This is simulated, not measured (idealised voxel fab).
Process module heading - voxel wiring stack
Cross-sectional view cut (width: 290 nm; square cell size: 5 nm).
Cross-section format: a grid of square cells, given as bands from top to bottom; each band is one or more rows of cells.
In this notation a band is specified by the heights of its top and bottom, in that order and in nm, after which its materials appear from left to right, each paired with its width in nm. The word "all across" attached to a single material means that material fills the band from edge to edge; the word "blank" stands for empty space.
The reference from which all heights are counted is 0, the level beneath which the as-received wafer is entirely one material; the lowest band, having no lower bound, proceeds downward and is written after the example "0 nm and below".
Note: "30 to 40" means the width goes from the first number (top row of the band) to the second number (bottom row) in equal steps per row of cells.
Where a step carries "nothing got changed", the cross-section came out of it unchanged, cell for cell.
"Closed void register" means: voids of 8 cells or more that are shut off from the top with no open way through. Written width x height at distance, distance from the left edge, in nm.
On each step's line, the part that comes after the settings is the simulator's own comment on the step.
When a step includes a mask, the "overlay nm" setting on its line states how far to the right of its planned place that mask lay, and negative values state how far to the left.
# The following list gives the planned process steps
step 1: RECEIVE | material Si
step 2: CONFORMAL_DEP | material SiO2 | thk nm 10
step 3: CONFORMAL_DEP | material SiN | thk nm 5
step 4: DIRECTIONAL_DEP | material lowk | thk nm 15
step 5: MASKED_ETCH | tone open | mask id METAL_1 | width nm 20 | pitch nm 50 | etch materials lowk | depth nm 15 | overlay nm 0
step 6: MASKED_ETCH | tone open | mask id METAL_1 | width nm 20 | pitch nm 50 | etch materials SiN | depth nm 5 | overlay nm 0
step 7: CONFORMAL_DEP | material TiN | thk nm 5
step 8: FILL_DEP | material Cu | thk nm 5
step 9: CMP | height nm 30
step 10: CONFORMAL_DEP | material SiCN | thk nm 5
step 11: DIRECTIONAL_DEP | material SiO2 | thk nm 30
step 12: PATTERN | tone open | mask id METAL_2_HOLES | material resist | width nm 15 | pitch nm 50 | thk nm 15 | overlay nm 0
step 13: DIRECTIONAL_ETCH | etch materials SiO2 | depth nm 30
step 14: STRIP | etch materials resist
step 15: MASKED_ETCH | tone open | mask id METAL_2 | width nm 20 | pitch nm 50 | etch materials SiO2 | depth nm 15 | overlay nm 0
step 16: MASKED_ETCH | tone open | mask id METAL_2 | width nm 20 | pitch nm 50 | etch materials SiCN | depth nm 5 | overlay nm 0
step 17: CONFORMAL_DEP | material TiN | thk nm 5
step 18: FILL_DEP | material Cu | thk nm 5
step 19: CMP | height nm 65
step 20: CONFORMAL_DEP | material SiCN | thk nm 5
The wafers are alike at the start. At step 7, their thk nm differs. The plan lists the first wafer's value.
# So this is the first of several wafers, cross-sectioned as it came to us, meaning it's at the end of step 1
> 0 nm and below  Si all across
> Closed void register: none
# Gained (+) or lost (-) cells of each material since receipt, then closed voids: one row per wafer, at the end of the module
thk nm 5, +56 Cu, +104 SiCN, +42 SiN, +380 SiO2, +104 TiN, +126 lowk, Closed void register: none
thk nm 10, +32 Cu, +104 SiCN, +42 SiN, +380 SiO2, +128 TiN, +126 lowk, Closed void register: none
thk nm 15, +32 Cu, +104 SiCN, +42 SiN, +380 SiO2, +128 TiN, +126 lowk, Closed void register: none
thk nm 20, +32 Cu, +104 SiCN, +42 SiN, +380 SiO2, +128 TiN, +126 lowk, Closed void register: none
